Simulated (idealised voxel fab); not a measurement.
Process module heading - voxel local oxidation
Section cut is 170 nm wide and gridded with 5 nm square cells.
In what follows, cross-sections appear as grids of square cells, described through bands that run from the top down, where every band is one or more rows of cells.
Look at the band entry: it leads with the top's height and the bottom's height in nm. Then it lists the materials left to right, with a width in nm for each. The word "edge to edge" on a single material says that material fills the band edge to edge. The word "empty" is empty space.
Counting heights begins at 0, where everything beneath is, in the wafer as received, one material. The lowest band has no bottom; it goes on downwards, as "0 down" shows.
A two-number width, for instance "30..40", indicates that the width is equal to the first number in the top row of the band and to the second number in the bottom row, and that it changes by a constant amount per row of cells.
A step reported as "remained unchanged" is a step in which no cell of the cross-section changed.
"Closed void listing": sealed empty spaces, 8 cells or more, no open way to top, listed width x height at distance, with distance from the left edge and width, height and distance in nm.
The remark found on a step's line after its settings is issued by the simulator itself and pertains to that step.
overlay nm, on a step with a mask: how far to the right of its planned place the mask lay; to the left if negative

# This section lists the process steps that were planned
| 1 | RECEIVE: material Si |
| 2 | CONFORMAL_DEP: material SiO2, thk nm 5 |
| 3 | CONFORMAL_DEP: material SiN, thk nm 10 |
| 4 | PATTERN: tone cover, mask id ACTIVE, material resist, width nm 85, thk nm 15, overlay nm 0 |
| 5 | DIRECTIONAL_ETCH: etch materials SiN, depth nm 10 |
| 6 | STRIP: etch materials resist |
| 7 | SELECTIVE_ETCH: etch materials SiO2, depth nm 5 |
| 8 | OXIDIZE: depth nm 15 |
| 9 | STRIP: etch materials SiN |
The wafers are alike at the start. At step 4, their width nm differs. The plan lists the first wafer's value.

# The as-received cross-section of the first of several wafers corresponds to the state after step 1
* 0 down: Si edge to edge
* Closed void listing: none

# First of several wafers: cross-section at the end of the module, after step 9, its last step
* 5 to 0: 45 of empty / 75 of SiO2 / 50 of empty
* 0 to -15: 60 of SiO2 / 45 of Si / 65 of SiO2
* -15 down: Si edge to edge
* Closed void listing: none

# Cross-section, module end, final of several wafers
* 5 to 0: 35 of empty / 100 of SiO2 / 35 of empty
* 0 to -15: 50 of SiO2 / 70 of Si / 50 of SiO2
* -15 down: Si edge to edge
* Closed void listing: none

# For your reference, the table is organized with a row per wafer; each row reflects the wafer at the end of the module, indicating for each material the cells gained (+) or lost (-) since receipt, and thereafter its closed voids
width nm 85; -75 Si; +90 SiO2; Closed void listing: none
width nm 90; -72 Si; +88 SiO2; Closed void listing: none
width nm 95; -69 Si; +86 SiO2; Closed void listing: none
width nm 100; -66 Si; +84 SiO2; Closed void listing: none
width nm 105; -63 Si; +82 SiO2; Closed void listing: none
width nm 110; -60 Si; +80 SiO2; Closed void listing: none
